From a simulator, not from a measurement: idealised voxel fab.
process module | voxel transistor to metal
cross-section cut | 160 nm wide | cells 5 nm
A cross-section is a grid of square cells, given in bands from the top down. A band is one or more rows of cells.
Each band's line starts with the height of the band's top and of its bottom, in nm. Then come its materials from left to right, each with its width in nm. One material with "throughout" fills the band from edge to edge. "air" is empty space.
Height 0 is the level under which the wafer as received is all one material. The lowest band goes on downwards, as in "0 down".
A width such as "30 to 40" changes by the same amount from each row of cells to the next, from the band's top row to its bottom row.
"no change" after a step means that no cell of the cross-section changed.
closed voids: empty space of 8 cells or more with no open way to the top, each as width x height at its distance from the left edge, in nm
after a step's settings: what the simulator itself notes on the step
overlay nm, on a step with a mask: how far to the right of its planned place the mask lay; to the left if negative
plan
1 op RECEIVE | material Si
2 op CONFORMAL_DEP | material SiO2 | thk nm 5
3 op CONFORMAL_DEP | material SiN | thk nm 15
4 op MASKED_ETCH | tone cover | mask id ACTIVE | width nm 125 | etch materials SiN | depth nm 15 | overlay nm 0
5 op MASKED_ETCH | tone cover | mask id ACTIVE | width nm 125 | etch materials SiO2 | depth nm 5 | overlay nm 0
6 op MASKED_ETCH | tone cover | mask id ACTIVE | width nm 125 | etch materials Si | depth nm 25 | overlay nm 0
7 op FILL_DEP | material SiO2 | thk nm 15
8 op CMP | height nm 20
9 op SELECTIVE_ETCH | etch materials SiO2 | depth nm 15
10 op STRIP | etch materials SiN
11 op SELECTIVE_ETCH | etch materials SiO2 | depth nm 5
12 op OXIDIZE | depth nm 5
13 op DIRECTIONAL_DEP | material polySi | thk nm 30
14 op DIRECTIONAL_DEP | material SiCN | thk nm 10
15 op DIRECTIONAL_DEP | material aC | thk nm 10
16 op PATTERN | tone cover | mask id GATE | material resist | width nm 25 | thk nm 25 | overlay nm 0
17 op DIRECTIONAL_ETCH | etch materials aC | depth nm 10
18 op STRIP | etch materials resist
19 op DIRECTIONAL_ETCH | etch materials SiCN | depth nm 20
20 op DIRECTIONAL_ETCH | etch materials polySi | depth nm 40
21 op STRIP | etch materials aC
22 op CONFORMAL_DEP | material SiO2 | thk nm 5
23 op DIRECTIONAL_ETCH | etch materials SiO2 | depth nm 5
24 op CONFORMAL_DEP | material SiN | thk nm 10
25 op DIRECTIONAL_ETCH | etch materials SiN | depth nm 10
26 op DIRECTIONAL_ETCH | etch materials SiO2 | depth nm 5
27 op EPI | material pSi | thk nm 5
28 op FILL_DEP | material SiO2 | thk nm 10
29 op CMP | height nm 30
30 op STRIP | etch materials polySi
31 op SELECTIVE_ETCH | etch materials SiO2 | depth nm 5
32 op CONFORMAL_DEP | material HfO2 | thk nm 5
33 op CONFORMAL_DEP | material TiN | thk nm 5
34 op FILL_DEP | material W | thk nm 5
35 op CMP | height nm 25
36 op DIRECTIONAL_DEP | material SiO2 | thk nm 10
37 op PATTERN | tone open | mask id CONTACT | material resist | width nm 20 | pitch nm 85 | thk nm 20 | overlay nm 0
38 op DIRECTIONAL_ETCH | etch materials SiO2 | depth nm 35
39 op STRIP | etch materials resist
40 op CONFORMAL_DEP | material TiN | thk nm 5
41 op FILL_DEP | material Ru | thk nm 5
42 op CMP | height nm 35
43 op DIRECTIONAL_DEP | material TiN | thk nm 5
44 op DIRECTIONAL_DEP | material W | thk nm 25
45 op MASKED_ETCH | tone cover | mask id METAL_1 | width nm 20 | pitch nm 85 | etch materials W | depth nm 25 | overlay nm 0
46 op MASKED_ETCH | tone cover | mask id METAL_1 | width nm 20 | pitch nm 85 | etch materials TiN | depth nm 5 | overlay nm 0
47 op CONFORMAL_DEP | material SiCN | thk nm 5
48 op FILL_DEP | material lowk | thk nm 10
49 op CMP | height nm 65
50 op CONFORMAL_DEP | material SiCN | thk nm 5
51 op DIRECTIONAL_DEP | material SiO2 | thk nm 25
52 op MASKED_ETCH | tone open | mask id METAL_2 | width nm 20 | pitch nm 85 | etch materials SiO2 | depth nm 15 | overlay nm 0
53 op DIRECTIONAL_DEP | material aC | thk nm 15
54 op PATTERN | tone open | mask id METAL_2_HOLES | material resist | width nm 15 | pitch nm 85 | thk nm 30 | overlay nm 0
55 op DIRECTIONAL_ETCH | etch materials aC | depth nm 15
56 op STRIP | etch materials resist
57 op DIRECTIONAL_ETCH | etch materials SiO2 | depth nm 10
58 op DIRECTIONAL_ETCH | etch materials SiCN | depth nm 5
59 op STRIP | etch materials aC
60 op CONFORMAL_DEP | material TiN | thk nm 5
61 op FILL_DEP | material Cu | thk nm 5
62 op CMP | height nm 95
63 op CONFORMAL_DEP | material SiCN | thk nm 5
as received, after step 1
  0 down: Si throughout
  closed voids: none
first wafer at the end, as planned
  100 to 95: SiCN throughout
  95 to 85: SiO2 25 | TiN 5 | Cu 10 | TiN 5 | SiO2 65 | TiN 5 | Cu 10 | TiN 5 | SiO2 30
  85 to 80: SiO2 25 | TiN 5 | Cu 5 | TiN 10 | SiO2 65 | TiN 5 | Cu 5 | TiN 10 | SiO2 30
  80 to 70: SiO2 25 | TiN 5 | Cu 5 | TiN 5 | SiO2 70 | TiN 5 | Cu 5 | TiN 5 | SiO2 35
  70 to 65: SiCN 25 | TiN 15 | SiCN 70 | TiN 15 | SiCN 35
  65 to 40: lowk 20 | SiCN 5 | W 20 | SiCN 5 | lowk 55 | SiCN 5 | W 20 | SiCN 5 | lowk 25
  40 to 35: SiCN 25 | TiN 20 | SiCN 65 | TiN 20 | SiCN 30
  35 to 25: SiO2 25 | TiN 5 | Ru 10 | TiN 5 | SiO2 65 | TiN 5 | Ru 10 | TiN 5 | SiO2 30
  25 to 5: SiO2 25 | TiN 5 | Ru 10 | TiN 5 | SiO2 5 | SiN 10 | HfO2 5 | TiN 5 | W 15 | TiN 5 | HfO2 5 | SiN 10 | SiO2 5 | TiN 5 | Ru 10 | TiN 5 | SiO2 30
  5 to 0: SiO2 25 | TiN 20 | SiO2 5 | SiN 10 | HfO2 5 | TiN 25 | HfO2 5 | SiN 10 | SiO2 5 | TiN 20 | SiO2 30
  0 to -5: SiO2 10 | pSi 40 | SiO2 10 | HfO2 35 | SiO2 10 | pSi 40 | SiO2 15
  -5 to -25: SiO2 15 | Si 125 | SiO2 20
  -25 down: Si throughout
  closed voids: none
second wafer at the end: like start, like plan, one mistake
  100 to 95: SiCN throughout
  95 to 85: SiO2 25 | TiN 5 | Cu 10 | TiN 5 | SiO2 65 | TiN 5 | Cu 10 | TiN 5 | SiO2 30
  85 to 80: SiO2 25 | TiN 5 | Cu 5 | TiN 10 | SiO2 65 | TiN 5 | Cu 5 | TiN 10 | SiO2 30
  80 to 70: SiO2 25 | TiN 5 | Cu 5 | TiN 5 | SiO2 70 | TiN 5 | Cu 5 | TiN 5 | SiO2 35
  70 to 65: SiCN 25 | TiN 15 | SiCN 70 | TiN 15 | SiCN 35
  65 to 40: lowk 20 | SiCN 5 | W 20 | SiCN 5 | lowk 55 | SiCN 5 | W 20 | SiCN 5 | lowk 25
  40 to 35: SiCN 25 | TiN 20 | SiCN 65 | TiN 20 | SiCN 30
  35 to 25: SiO2 25 | TiN 5 | Ru 10 | TiN 5 | SiO2 65 | TiN 5 | Ru 10 | TiN 5 | SiO2 30
  25 to 10: SiO2 25 | TiN 5 | Ru 10 | TiN 5 | SiN 15 | HfO2 5 | TiN 5 | W 15 | TiN 5 | HfO2 5 | SiN 15 | TiN 5 | Ru 10 | TiN 5 | SiO2 30
  10 to 5: SiO2 25 | TiN 20 | SiN 15 | HfO2 5 | TiN 5 | W 15 | TiN 5 | HfO2 5 | SiN 15 | TiN 20 | SiO2 30
  5 to 0: SiN 60 | HfO2 5 | TiN 25 | HfO2 5 | SiN 65
  0 to -5: SiO2 60 | HfO2 35 | SiO2 65
  -5 to -25: SiO2 15 | Si 125 | SiO2 20
  -25 down: Si throughout
  closed voids: none
what went wrong: step 24 ran as: op CONFORMAL_DEP | material SiN | thk nm 15
at the end the second wafer has, in cells: 4 fewer of Ru | 29 more of SiN | 5 fewer of SiO2 | 4 fewer of TiN | 16 fewer of pSi
